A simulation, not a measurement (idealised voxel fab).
process module | voxel transistor to metal
Displayed cross-section: cut, width of 180 nm, square cells sized 5 nm.
Cross-section layout: square cells on a grid; listed as bands, top to bottom; a band spans one or more cell rows.
Band: top height; bottom height; in nm. Then, left to right: material with width in nm, for each material. "throughout": a single material spanning edge to edge. "air": empty space.
The reference from which all heights are counted is 0, the level beneath which the as-received wafer is entirely one material; the lowest band, having no lower bound, proceeds downward and is written after the example "0 -> down".
Width: "30..40" (first number = top row, second number = bottom row, same change from row to row of cells).
A step reported as "no modification" is a step in which no cell of the cross-section changed.
This entry, "Closed cavities", enumerates those empty regions of no fewer than 8 cells that possess no open connection to the top. Each region is reported in the form width x height at distance, the distance being taken from the left edge, with all three quantities expressed in nm.
What comes after the settings on a step's line is commentary from the simulator itself on that step.
overlay nm: for a step with a mask, the amount by which the mask lay right of where it was planned; a negative amount means left of it.

# The steps planned for the process are as follows
1: RECEIVE, material Si
2: CONFORMAL_DEP, material SiO2, thk nm 5
3: CONFORMAL_DEP, material SiN, thk nm 10
4: MASKED_ETCH, tone cover, mask id ACTIVE, width nm 95, etch materials SiN, depth nm 10, overlay nm 0
5: MASKED_ETCH, tone cover, mask id ACTIVE, width nm 95, etch materials SiO2, depth nm 5, overlay nm 0
6: MASKED_ETCH, tone cover, mask id ACTIVE, width nm 95, etch materials Si, depth nm 35, overlay nm 0
7: OXIDIZE, depth nm 5
8: FILL_DEP, material SiO2, thk nm 10
9: CMP, height nm 15
10: SELECTIVE_ETCH, etch materials SiO2, depth nm 10
11: STRIP, etch materials SiN
12: SELECTIVE_ETCH, etch materials SiO2, depth nm 5
13: OXIDIZE, depth nm 5
14: DIRECTIONAL_DEP, material polySi, thk nm 30
15: DIRECTIONAL_DEP, material SiCN, thk nm 15
16: PATTERN, tone cover, mask id GATE, material resist, width nm 25, thk nm 15, overlay nm 0
17: DIRECTIONAL_ETCH, etch materials SiCN, depth nm 25
18: DIRECTIONAL_ETCH, etch materials polySi, depth nm 40
19: STRIP, etch materials resist
20: CONFORMAL_DEP, material SiN, thk nm 5
21: DIRECTIONAL_ETCH, etch materials SiN, depth nm 5
22: DIRECTIONAL_ETCH, etch materials SiO2, depth nm 5
23: EPI, material SiGe, thk nm 5
24: FILL_DEP, material SiO2, thk nm 5
25: CMP, height nm 30
26: STRIP, etch materials polySi
27: SELECTIVE_ETCH, etch materials SiO2, depth nm 5
28: CONFORMAL_DEP, material HfO2, thk nm 5
29: CONFORMAL_DEP, material TiN, thk nm 5
30: FILL_DEP, material W, thk nm 10
31: CMP, height nm 25
32: DIRECTIONAL_DEP, material SiO2, thk nm 15
33: PATTERN, tone open, mask id CONTACT, material resist, width nm 15, pitch nm 70, thk nm 15, overlay nm 0
34: DIRECTIONAL_ETCH, etch materials SiO2, depth nm 40
35: STRIP, etch materials resist
36: CONFORMAL_DEP, material TiN, thk nm 5
37: FILL_DEP, material Ru, thk nm 10
38: CMP, height nm 40
39: CONFORMAL_DEP, material SiN, thk nm 5
40: DIRECTIONAL_DEP, material SiO2, thk nm 25
41: PATTERN, tone open, mask id METAL_1, material resist, width nm 15, pitch nm 70, thk nm 15, overlay nm 0
42: DIRECTIONAL_ETCH, etch materials SiO2, depth nm 25
43: DIRECTIONAL_ETCH, etch materials SiN, depth nm 5
44: STRIP, etch materials resist
45: CONFORMAL_DEP, material TiN, thk nm 5
46: FILL_DEP, material Cu, thk nm 10
47: CMP, height nm 70
48: CONFORMAL_DEP, material SiCN, thk nm 5
49: DIRECTIONAL_DEP, material SiO2, thk nm 30
50: DIRECTIONAL_DEP, material aC, thk nm 10
51: PATTERN, tone open, mask id METAL_2, material resist, width nm 15, pitch nm 70, thk nm 25, overlay nm 0
52: DIRECTIONAL_ETCH, etch materials aC, depth nm 10
53: STRIP, etch materials resist
54: DIRECTIONAL_ETCH, etch materials SiO2, depth nm 15
55: STRIP, etch materials aC
56: DIRECTIONAL_DEP, material aC, thk nm 15
57: PATTERN, tone open, mask id METAL_2_HOLES, material resist, width nm 15, pitch nm 70, thk nm 30, overlay nm 0
58: DIRECTIONAL_ETCH, etch materials aC, depth nm 15
59: STRIP, etch materials resist
60: DIRECTIONAL_ETCH, etch materials SiO2, depth nm 15
61: DIRECTIONAL_ETCH, etch materials SiCN, depth nm 5
62: STRIP, etch materials aC
63: CONFORMAL_DEP, material TiN, thk nm 5
64: FILL_DEP, material Cu, thk nm 10
65: CMP, height nm 105
66: CONFORMAL_DEP, material SiCN, thk nm 5

# Received-state cross-section, reflecting completion of step 1
> 0 -> down  Si throughout
> Closed cavities: none

# The plan above was carried out on the starting structure above with one mistake, and this cross-section shows the wafer at the end of the module
> 110 -> 105  SiCN throughout
> 105 -> 75  45 of SiO2, then 5 of TiN, then 5 of Cu, then 5 of TiN, then 55 of SiO2, then 5 of TiN, then 5 of Cu, then 5 of TiN, then 50 of SiO2
> 75 -> 70  45 of SiCN, then 15 of TiN, then 55 of SiCN, then 15 of TiN, then 50 of SiCN
> 70 -> 45  45 of SiO2, then 5 of TiN, then 5 of Cu, then 5 of TiN, then 55 of SiO2, then 5 of TiN, then 5 of Cu, then 5 of TiN, then 50 of SiO2
> 45 -> 40  45 of SiN, then 15 of TiN, then 55 of SiN, then 15 of TiN, then 50 of SiN
> 40 -> 25  45 of SiO2, then 5 of TiN, then 5 of Ru, then 5 of TiN, then 55 of SiO2, then 5 of TiN, then 5 of Ru, then 5 of TiN, then 50 of SiO2
> 25 -> 20  45 of SiO2, then 5 of TiN, then 5 of Ru, then 5 of TiN, then 10 of SiO2, then 5 of SiN, then 5 of HfO2, then 5 of TiN, then 5 of W, then 5 of TiN, then 5 of HfO2, then 5 of SiN, then 10 of SiO2, then 5 of TiN, then 5 of Ru, then 5 of TiN, then 50 of SiO2
> 20 -> 15  45 of SiO2, then 15 of TiN, then 10 of SiO2, then 5 of SiN, then 5 of HfO2, then 5 of TiN, then 5 of W, then 5 of TiN, then 5 of HfO2, then 5 of SiN, then 10 of SiO2, then 15 of TiN, then 50 of SiO2
> 15 -> 5  70 of SiO2, then 5 of SiN, then 5 of HfO2, then 5 of TiN, then 5 of W, then 5 of TiN, then 5 of HfO2, then 5 of SiN, then 75 of SiO2
> 5 -> 0  70 of SiO2, then 5 of SiN, then 5 of HfO2, then 15 of TiN, then 5 of HfO2, then 5 of SiN, then 75 of SiO2
> 0 -> -5  40 of SiO2, then 30 of SiGe, then 35 of HfO2, then 30 of SiGe, then 45 of SiO2
> -5 -> -40  45 of SiO2, then 85 of Si, then 50 of SiO2
> -40 -> down  Si throughout
> Closed cavities: none
what went wrong: execution of plan step 32 occurred twice
